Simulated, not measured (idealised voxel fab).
This is a process module. Its name is voxel tone inversion.
For reference, the cross-section in this document is cut, with width 250 nm and square cells of 5 nm.
When this document writes out a cross-section, it uses a grid of square cells and lists it as bands, beginning at the top and moving down, with a band standing for one or more rows of cells. Top, bottom (nm), then materials left to right with widths (nm); lone material tagged "full width" fills the whole band edge to edge; "blank" = empty space. We count height from 0. Below that, the starting wafer is all one material. The lowest band never ends at the bottom but goes on down; see "0..down" for how that is written. Width: "30..40" (first number = top row, second number = bottom row, same change from row to row of cells). Any step labelled "changes: none" changed none of the cells in the cross-section. What "Closed void entries" gives you is every empty space of 8 cells or more that is cut off from the top. Each appears as width x height at distance, with the distance taken from the left edge and width, height and distance all in nm. On each step's line, the part that comes after the settings is the simulator's own comment on the step. overlay nm: step with mask; distance mask lay right of planned place; negative value = left of planned place.
The planned process steps are enumerated hereunder:
step 1: RECEIVE with material Si
step 2: CONFORMAL_DEP with material SiN, thk nm 10
step 3: DIRECTIONAL_DEP with material polySi, thk nm 25
step 4: PATTERN with tone cover, mask id POSTS, material resist, width nm 15, pitch nm 45, thk nm 35, overlay nm 0
step 5: DIRECTIONAL_ETCH with etch materials polySi, depth nm 25
step 6: STRIP with etch materials resist
step 7: FILL_DEP with material SiO2, thk nm 10
step 8: CMP with height nm 35
step 9: STRIP with etch materials polySi
step 10: CONFORMAL_DEP with material TiN, thk nm 5
step 11: FILL_DEP with material Ru, thk nm 10
step 12: CMP with height nm 35
step 13: CONFORMAL_DEP with material SiN, thk nm 5
first wafer, as planned:
Received-state cross-section, reflecting completion of step 1:
* 0..down  Si full width
* Closed void entries: none
State of the wafer after step 2, shown in cross-section:
* 10..0  SiN full width
* At heights below 0, the structure remains unaltered.
State of the wafer after step 3, shown in cross-section:
* 35..10  polySi full width
* At heights below 10, the structure remains unaltered.
State of the wafer after step 4, shown in cross-section:
* 70..35  blank (70), then resist (15), then blank (30), then resist (15), then blank (30), then resist (15), then blank (75)
* At heights below 35, the structure remains unaltered.
State of the wafer after step 5, shown in cross-section:
* 70..35  blank (70), then resist (15), then blank (30), then resist (15), then blank (30), then resist (15), then blank (75)
* 35..10  blank (70), then polySi (15), then blank (30), then polySi (15), then blank (30), then polySi (15), then blank (75)
* At heights below 10, the structure remains unaltered.
State of the wafer after step 6, shown in cross-section:
* 35..10  blank (70), then polySi (15), then blank (30), then polySi (15), then blank (30), then polySi (15), then blank (75)
* At heights below 10, the structure remains unaltered.
State of the wafer after step 7, shown in cross-section:
* 45..35  SiO2 full width
* 35..10  SiO2 (70), then polySi (15), then SiO2 (30), then polySi (15), then SiO2 (30), then polySi (15), then SiO2 (75)
* At heights below 10, the structure remains unaltered.
State of the wafer after step 8, shown in cross-section:
* 35..10  SiO2 (70), then polySi (15), then SiO2 (30), then polySi (15), then SiO2 (30), then polySi (15), then SiO2 (75)
* At heights below 10, the structure remains unaltered.
State of the wafer after step 9, shown in cross-section:
* 35..10  SiO2 (70), then blank (15), then SiO2 (30), then blank (15), then SiO2 (30), then blank (15), then SiO2 (75)
* At heights below 10, the structure remains unaltered.
State of the wafer after step 10, shown in cross-section:
* 40..35  TiN (75), then blank (5), then TiN (40), then blank (5), then TiN (40), then blank (5), then TiN (80)
* 35..15  SiO2 (70), then TiN (5), then blank (5), then TiN (5), then SiO2 (30), then TiN (5), then blank (5), then TiN (5), then SiO2 (30), then TiN (5), then blank (5), then TiN (5), then SiO2 (75)
* 15..10  SiO2 (70), then TiN (15), then SiO2 (30), then TiN (15), then SiO2 (30), then TiN (15), then SiO2 (75)
* At heights below 10, the structure remains unaltered.
State of the wafer after step 11, shown in cross-section:
* 50..40  Ru full width
* 40..35  TiN (75), then Ru (5), then TiN (40), then Ru (5), then TiN (40), then Ru (5), then TiN (80)
* 35..15  SiO2 (70), then TiN (5), then Ru (5), then TiN (5), then SiO2 (30), then TiN (5), then Ru (5), then TiN (5), then SiO2 (30), then TiN (5), then Ru (5), then TiN (5), then SiO2 (75)
* At heights below 15, the structure remains unaltered.
State of the wafer after step 12, shown in cross-section:
* 35..15  SiO2 (70), then TiN (5), then Ru (5), then TiN (5), then SiO2 (30), then TiN (5), then Ru (5), then TiN (5), then SiO2 (30), then TiN (5), then Ru (5), then TiN (5), then SiO2 (75)
* At heights below 15, the structure remains unaltered.
State of the wafer after step 13, shown in cross-section:
* 40..35  SiN full width
* At heights below 35, the structure remains unaltered.
The second wafer: identical to the first at the outset and in its planned sequence, differing only in that one mistake was made during processing; up to and including step 1, its path is the first wafer's path:
Cross-section of the second wafer at the time by which step 2 should have been completed according to the plan: changes: none
Cross-section of the second wafer at the time by which step 3 should have been completed according to the plan:
* 25..0  polySi full width
* At heights below 0, the structure remains unaltered.
Cross-section of the second wafer at the time by which step 4 should have been completed according to the plan:
* 60..25  blank (70), then resist (15), then blank (30), then resist (15), then blank (30), then resist (15), then blank (75)
* At heights below 25, the structure remains unaltered.
Cross-section of the second wafer at the time by which step 5 should have been completed according to the plan:
* 60..25  blank (70), then resist (15), then blank (30), then resist (15), then blank (30), then resist (15), then blank (75)
* 25..0  blank (70), then polySi (15), then blank (30), then polySi (15), then blank (30), then polySi (15), then blank (75)
* At heights below 0, the structure remains unaltered.
Cross-section of the second wafer at the time by which step 6 should have been completed according to the plan:
* 25..0  blank (70), then polySi (15), then blank (30), then polySi (15), then blank (30), then polySi (15), then blank (75)
* At heights below 0, the structure remains unaltered.
Cross-section of the second wafer at the time by which step 7 should have been completed according to the plan:
* 35..25  SiO2 full width
* 25..0  SiO2 (70), then polySi (15), then SiO2 (30), then polySi (15), then SiO2 (30), then polySi (15), then SiO2 (75)
* At heights below 0, the structure remains unaltered.
Cross-section of the second wafer at the time by which step 8 should have been completed according to the plan: changes: none
Cross-section of the second wafer at the time by which step 9 should have been completed according to the plan: changes: none
Cross-section of the second wafer at the time by which step 10 should have been completed according to the plan:
* 40..35  TiN full width
* At heights below 35, the structure remains unaltered.
Cross-section of the second wafer at the time by which step 11 should have been completed according to the plan:
* 50..40  Ru full width
* At heights below 40, the structure remains unaltered.
Cross-section of the second wafer at the time by which step 12 should have been completed according to the plan:
* 35..25  SiO2 full width
* At heights below 25, the structure remains unaltered.
Cross-section of the second wafer at the time by which step 13 should have been completed according to the plan:
* 40..35  SiN full width
* At heights below 35, the structure remains unaltered.
It is concluded that the wafer was processed incorrectly with respect to the plan, in that step 2 was dropped from the plan's execution and never run
Final tally in cells, some materials are higher or lower on the second wafer than on the first: Ru -12 | SiN -100 | SiO2 +100 | TiN -33 | polySi +45
